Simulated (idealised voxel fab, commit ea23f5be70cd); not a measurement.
The name of this process module is voxel released beams.
Square cell edge 5 nm, section width 280 nm, ID cut.
Cross-sections here: square-cell grids, written as top-down lists of bands, a band being one or more rows of cells.
Top, bottom (nm), then materials left to right with widths (nm); lone material tagged "throughout" fills the whole band edge to edge; "air" = empty space.
The reference from which all heights are counted is 0, the level beneath which the as-received wafer is entirely one material; the lowest band, having no lower bound, proceeds downward and is written after the example "from 0 down".
When a width is written as two numbers, as in "30..40", the first number is the width in the top row of cells of the band and the second is the width in its bottom row, and the width changes by the same amount from each row to the next.
Key: "no modification" - step with no changed cell in the cross-section.
Empty spaces without an open route to the top, at least 8 cells in extent, make up the entry "Completely enclosed voids"; each is given as width x height at distance, where the distance is measured from the left edge, and all are in nm.
The remark found on a step's line after its settings is issued by the simulator itself and pertains to that step.
Regarding "overlay nm": on a step with a mask, it is the distance the mask lay to the right of its planned place; a negative value places it to the left.

Planned step list for the process
1,op RECEIVE | material Si
2,op CONFORMAL_DEP | material Al2O3 | thk nm 5
3,op DIRECTIONAL_DEP | material SiO2 | thk nm 10
4,op DIRECTIONAL_DEP | material aC | thk nm 10
5,op PATTERN | tone open | mask id ANCHOR | material resist | width nm 40 | thk nm 25 | overlay nm 0
6,op DIRECTIONAL_ETCH | etch materials aC | depth nm 10
7,op STRIP | etch materials resist
8,op DIRECTIONAL_ETCH | etch materials SiO2 | depth nm 10
9,op STRIP | etch materials aC
10,op CONFORMAL_DEP | material SiN | thk nm 15
11,op MASKED_ETCH | tone cover | mask id BEAM | width nm 85 | etch materials SiN | depth nm 15 | overlay nm 0
12,op STRIP | etch materials SiO2

Incoming wafer in cross-section (state: after step 1)
    from 0 down: Si throughout
    Completely enclosed voids: none

Run as planned - first of the two wafers cross-sectioned at the end of the module
    from 30 to 20: air: 95  SiN: 20  air: 10  SiN: 55  air: 100
    from 20 to 15: air: 95  SiN: 85  air: 100
    from 15 to 5: air: 100  SiN: 40  air: 140
    from 5 to 0: Al2O3 throughout
    from 0 down: Si throughout
    Completely enclosed voids: none

Now the second wafer, cross-sectioned at the end of the module. Nothing different at the start, nothing different in the plan compared with the first, just one mistake when it was actually run
    from 15 to 5: air: 100  SiN: 15  air: 10  SiN: 15  air: 140
    from 5 to 0: Al2O3 throughout
    from 0 down: Si throughout
    Completely enclosed voids: none
What was done differently from what was planned? not per plan at step 11, really ran op MASKED_ETCH | tone open | mask id BEAM | width nm 85 | etch materials SiN | depth nm 15 | overlay nm 0
In the final state, the cell counts of the second wafer exceed or fall short of those of the first for the following materials: SiN -51
